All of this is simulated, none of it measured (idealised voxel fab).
Process module name: voxel self aligned vias
Section shown: cut. Width: 300 nm. Cell size: 5 nm, square.
Cross-section, as written here: a square-cell grid given band by band from the top down, where a band holds one or more rows of cells. The band entry comprises the height of the band's top followed by the height of its bottom, expressed in nm, and subsequently the band's materials from left to right, each stated together with its width in nm. Where a single material is marked with the word "everywhere", that material fills the band from edge to edge. The word "air" represents empty space. The level at which height equals 0 is the one under which the wafer, as it arrives, is entirely one material. No lower edge exists for the bottom band, which continues downward and is notated as in "0..down". Quick explanation for "30 to 40": the width changes in equal steps down the rows of cells, from the first number in the band's top row to the second number in its bottom row. Step marked "changes: none"? Then no cell in the cross-section changed in it. Entry "Non-vented voids" = empty spaces >= 8 cells with no open way to the top; each as width x height at distance, distance from left edge, all nm. On each step's line, the part that comes after the settings is the simulator's own comment on the step. The setting "overlay nm" may be written on the line of a step. When the step uses a mask, the value reports how far to the right of the planned place the mask lay, and a negative value reports that it lay to the left.
### Process steps foreseen in the plan
1,RECEIVE, material Si
2,CONFORMAL_DEP, material SiO2, thk nm 10
3,CONFORMAL_DEP, material SiCN, thk nm 5
4,DIRECTIONAL_DEP, material lowk, thk nm 30
5,MASKED_ETCH, tone open, mask id LINES, width nm 20, pitch nm 70, etch materials lowk, depth nm 30, overlay nm 0
6,CONFORMAL_DEP, material TiN, thk nm 5
7,FILL_DEP, material Ru, thk nm 10
8,CMP, height nm 45
9,SELECTIVE_ETCH, etch materials W Ru TiN, depth nm 10
10,FILL_DEP, material SiN, thk nm 5
11,CMP, height nm 45
12,DIRECTIONAL_DEP, material lowk, thk nm 20
13,DIRECTIONAL_DEP, material aC, thk nm 15
14,PATTERN, tone open, mask id VIAS, material resist, width nm 40, pitch nm 140, thk nm 30, overlay nm 0
15,DIRECTIONAL_ETCH, etch materials aC, depth nm 15
16,STRIP, etch materials resist
17,DIRECTIONAL_ETCH, etch materials lowk, depth nm 20
18,DIRECTIONAL_ETCH, etch materials SiN, depth nm 10
19,STRIP, etch materials aC
20,CONFORMAL_DEP, material TiN, thk nm 5
21,FILL_DEP, material Cu, thk nm 5
22,CMP, height nm 65
23,CONFORMAL_DEP, material SiCN, thk nm 5
### Received-state cross-section, reflecting completion of step 1
    0..down | Si everywhere
    Non-vented voids: none
### Run as planned - first of the two wafers cross-sectioned at the end of the module
    70..65 | SiCN everywhere
    65..50 | 60 of lowk / 5 of TiN / 30 of Cu / 5 of TiN / 100 of lowk / 5 of TiN / 30 of Cu / 5 of TiN / 60 of lowk
    50..45 | 60 of lowk / 15 of TiN / 10 of Cu / 15 of TiN / 100 of lowk / 15 of TiN / 10 of Cu / 15 of TiN / 60 of lowk
    45..40 | 70 of lowk / 5 of TiN / 10 of Cu / 5 of TiN / 50 of lowk / 20 of SiN / 50 of lowk / 5 of TiN / 10 of Cu / 5 of TiN / 70 of lowk
    40..35 | 70 of lowk / 20 of TiN / 50 of lowk / 20 of SiN / 50 of lowk / 20 of TiN / 70 of lowk
    35..20 | 70 of lowk / 5 of TiN / 10 of Ru / 5 of TiN / 50 of lowk / 5 of TiN / 10 of Ru / 5 of TiN / 50 of lowk / 5 of TiN / 10 of Ru / 5 of TiN / 70 of lowk
    20..15 | 70 of lowk / 20 of TiN / 50 of lowk / 20 of TiN / 50 of lowk / 20 of TiN / 70 of lowk
    15..10 | SiCN everywhere
    10..0 | SiO2 everywhere
    0..down | Si everywhere
    Non-vented voids: none
### Second wafer of the two, sectioned at the end of the module. It began like the first and followed the same plan, but one mistake was made while running it
    70..65 | SiCN everywhere
    65..50 | 50 of lowk / 5 of TiN / 30 of Cu / 5 of TiN / 100 of lowk / 5 of TiN / 30 of Cu / 5 of TiN / 70 of lowk
    50..45 | 50 of lowk / 25 of TiN / 10 of Cu / 5 of TiN / 100 of lowk / 25 of TiN / 10 of Cu / 5 of TiN / 70 of lowk
    45..40 | 70 of lowk / 5 of TiN / 10 of Cu / 5 of TiN / 50 of lowk / 20 of SiN / 50 of lowk / 5 of TiN / 10 of Cu / 5 of TiN / 70 of lowk
    40..35 | 70 of lowk / 20 of TiN / 50 of lowk / 20 of SiN / 50 of lowk / 20 of TiN / 70 of lowk
    35..20 | 70 of lowk / 5 of TiN / 10 of Ru / 5 of TiN / 50 of lowk / 5 of TiN / 10 of Ru / 5 of TiN / 50 of lowk / 5 of TiN / 10 of Ru / 5 of TiN / 70 of lowk
    20..15 | 70 of lowk / 20 of TiN / 50 of lowk / 20 of TiN / 50 of lowk / 20 of TiN / 70 of lowk
    15..10 | SiCN everywhere
    10..0 | SiO2 everywhere
    0..down | Si everywhere
    Non-vented voids: none
Deviation noted in wafer processing: step 14 was run on a setting that differed from the plan, and what really ran there is PATTERN, tone open, mask id VIAS, material resist, width nm 40, pitch nm 140, thk nm 30, overlay nm -10
The two final wafers agree on how many cells each material fills and disagree on which cells those are.
